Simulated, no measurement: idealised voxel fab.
Module name: voxel capacitor over wiring (process module)
Cross-section cut: width 250 nm, square cells of 5 nm.
Cross-section, as written here: a square-cell grid given band by band from the top down, where a band holds one or more rows of cells.
Band: top height; bottom height; in nm. Then, left to right: material with width in nm, for each material. "all across": a single material spanning edge to edge. "blank": empty space.
We count height from 0. Below that, the starting wafer is all one material. The lowest band never ends at the bottom but goes on down; see "0..down" for how that is written.
Note: "30..40" means the width goes from the first number (top row of the band) to the second number (bottom row) in equal steps per row of cells.
"nothing got changed", as given for a step, is the statement that not any cell of the cross-section underwent a change during that step.
Look at "Trapped cavities" for the closed voids: empty spaces with no open path to the top, sized 8 cells or up. Each is width x height at distance, distance from the left edge, all nm.
Whatever follows a step's settings on its line is a remark the simulator itself makes about that step.
overlay nm: step with mask; distance mask lay right of planned place; negative value = left of planned place.

### These are the steps we planned for the process
1) RECEIVE: material Si
2) CONFORMAL_DEP: material SiO2, thk nm 15
3) CONFORMAL_DEP: material SiN, thk nm 5
4) DIRECTIONAL_DEP: material SiO2, thk nm 15
5) PATTERN: tone open, mask id METAL_1, material resist, width nm 25, pitch nm 95, thk nm 15, overlay nm 0
6) DIRECTIONAL_ETCH: etch materials SiO2, depth nm 15
7) DIRECTIONAL_ETCH: etch materials SiN, depth nm 5
8) STRIP: etch materials resist
9) CONFORMAL_DEP: material TiN, thk nm 5
10) FILL_DEP: material W, thk nm 10
11) CMP: height nm 35
12) EPI: material Ru, thk nm 5
13) FILL_DEP: material SiCN, thk nm 5
14) DIRECTIONAL_DEP: material SiO2, thk nm 20
15) MASKED_ETCH: tone open, mask id PLUG_1, width nm 15, etch materials SiO2, depth nm 20, overlay nm 0
16) MASKED_ETCH: tone open, mask id PLUG_1, width nm 15, etch materials SiCN, depth nm 5, overlay nm 0
17) CONFORMAL_DEP: material TiN, thk nm 5
18) FILL_DEP: material Cu, thk nm 5
19) CMP: height nm 65
20) DIRECTIONAL_DEP: material TiN, thk nm 10
21) DIRECTIONAL_DEP: material HfO2, thk nm 5
22) DIRECTIONAL_DEP: material TiN, thk nm 10
23) DIRECTIONAL_DEP: material aC, thk nm 10
24) PATTERN: tone cover, mask id UPPER_PLATE, material resist, width nm 75, thk nm 25, overlay nm 0
25) DIRECTIONAL_ETCH: etch materials aC, depth nm 10
26) STRIP: etch materials resist
27) DIRECTIONAL_ETCH: etch materials TiN, depth nm 10
28) DIRECTIONAL_ETCH: etch materials HfO2, depth nm 5
29) STRIP: etch materials aC
30) DIRECTIONAL_DEP: material aC, thk nm 10
31) PATTERN: tone cover, mask id LOWER_PLATE, material resist, width nm 85, thk nm 30, overlay nm 0
32) DIRECTIONAL_ETCH: etch materials aC, depth nm 10
33) STRIP: etch materials resist
34) DIRECTIONAL_ETCH: etch materials TiN, depth nm 10
35) STRIP: etch materials aC
36) FILL_DEP: material SiO2, thk nm 15
37) CMP: height nm 100
38) DIRECTIONAL_DEP: material aC, thk nm 10
39) PATTERN: tone open, mask id PLUG_2, material resist, width nm 15, thk nm 30, overlay nm 0
40) DIRECTIONAL_ETCH: etch materials aC, depth nm 10
41) STRIP: etch materials resist
42) DIRECTIONAL_ETCH: etch materials SiO2, depth nm 10
43) STRIP: etch materials aC
44) CONFORMAL_DEP: material TiN, thk nm 5
45) FILL_DEP: material Ru, thk nm 5
46) CMP: height nm 100
47) CONFORMAL_DEP: material SiN, thk nm 5

### Incoming wafer in cross-section (state: after step 1)
> 0..down = Si all across
> Trapped cavities: none

### Cross-sectional result after module completion. Note: starting condition and plan are unchanged from above; one processing mistake was made
> 105..100 = SiN all across
> 100..95 = SiO2=85; TiN=5; Ru=5; TiN=5; SiO2=150
> 95..90 = SiO2=85; TiN=15; SiO2=150
> 90..80 = SiO2=75; TiN=75; SiO2=100
> 80..75 = SiO2=75; HfO2=75; SiO2=100
> 75..65 = SiO2=70; TiN=85; SiO2=95
> 65..45 = SiO2=75; TiN=5; Cu=5; TiN=5; SiO2=160
> 45..40 = SiCN=75; TiN=15; SiCN=160
> 40..35 = SiCN=60; Ru=35; SiCN=60; Ru=35; SiCN=60
> 35..25 = SiO2=65; TiN=5; W=15; TiN=5; SiO2=70; TiN=5; W=15; TiN=5; SiO2=65
> 25..20 = SiO2=65; TiN=25; SiO2=70; TiN=25; SiO2=65
> 20..5 = SiO2 all across
> 5..0 = SiN all across
> 0..down = Si all across
> Trapped cavities: none
What was the processing mistake? the executed order of steps 2 and 3 is the reverse of that specified in the plan, each step having taken the other's position
